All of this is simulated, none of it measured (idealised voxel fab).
Proc. module: voxel lift off
Section shown: cut. Width: 230 nm. Cell size: 5 nm, square.
The cross-sections in this document take the form of a grid made of square cells. They are written out as bands, in order from top to bottom. Each band consists of one or more rows of cells. Within each band entry, the heights of the top and of the bottom of the band appear first, in that order and in nm; the materials of the band then follow from left to right, each with its corresponding width in nm. The designation "throughout" on a single material indicates that it fills the band from edge to edge; the designation "blank" indicates empty space. A quick word on heights: they are counted from 0, and under that level the wafer as it came to us is one material throughout. The lowest band is different from the rest in having no bottom; it simply continues downward, written as in "0 nm and below". Quick explanation for "30..40": the width changes in equal steps down the rows of cells, from the first number in the band's top row to the second number in its bottom row. The designation "no alterations made", where it is given for a processing step, indicates that no cell of the cross-section was altered in the course of that step. Basically, "Closed void table" tells you about the enclosed voids: empty spaces with no open way to the top, 8 cells or bigger, each written width x height at distance, where distance is from the left edge, all in nm. Heads up: the bit after the settings on a step's line is the simulator's remark on that step. "overlay nm", when on a step's line for a step with a mask, measures how far to the right of its planned place the mask lay; a negative measure means to the left.

-- Process steps (planned)
1. RECEIVE (material Si)
2. CONFORMAL_DEP (material SiN; thk nm 15)
3. PATTERN (tone open; mask id LINES; material resist; width nm 25; pitch nm 55; thk nm 15; overlay nm 0)
4. DIRECTIONAL_DEP (material Ru; thk nm 5)
5. STRIP (etch materials resist)
6. CONFORMAL_DEP (material SiO2; thk nm 10)

-- Incoming wafer in cross-section (state: after step 1)
0 nm and below  Si throughout
Closed void table: none

-- Cross-section: first of two wafers, module finished, run according to plan
30 nm to 25 nm  blank (35)  SiO2 (45)  blank (10)  SiO2 (45)  blank (10)  SiO2 (45)  blank (40)
25 nm to 20 nm  SiO2 throughout
20 nm to 15 nm  SiO2 (45)  Ru (25)  SiO2 (30)  Ru (25)  SiO2 (30)  Ru (25)  SiO2 (50)
15 nm to 0 nm  SiN throughout
0 nm and below  Si throughout
Closed void table: none

-- Second of two wafers, module complete, sectioned: it shares the first wafer's start and plan but was run with one mistake
30 nm to 25 nm  blank (40)  SiO2 (35)  blank (20)  SiO2 (35)  blank (20)  SiO2 (35)  blank (45)
25 nm to 20 nm  SiO2 throughout
20 nm to 15 nm  SiO2 (50)  Ru (15)  SiO2 (40)  Ru (15)  SiO2 (40)  Ru (15)  SiO2 (55)
15 nm to 0 nm  SiN throughout
0 nm and below  Si throughout
Closed void table: none
Misprocessing identified: step 3 changed vs plan, executed as PATTERN (tone open; mask id LINES; material resist; width nm 15; pitch nm 55; thk nm 15; overlay nm 0)
Counted in cells at the end, the second wafer holds more or fewer of these materials than the first: Ru -6
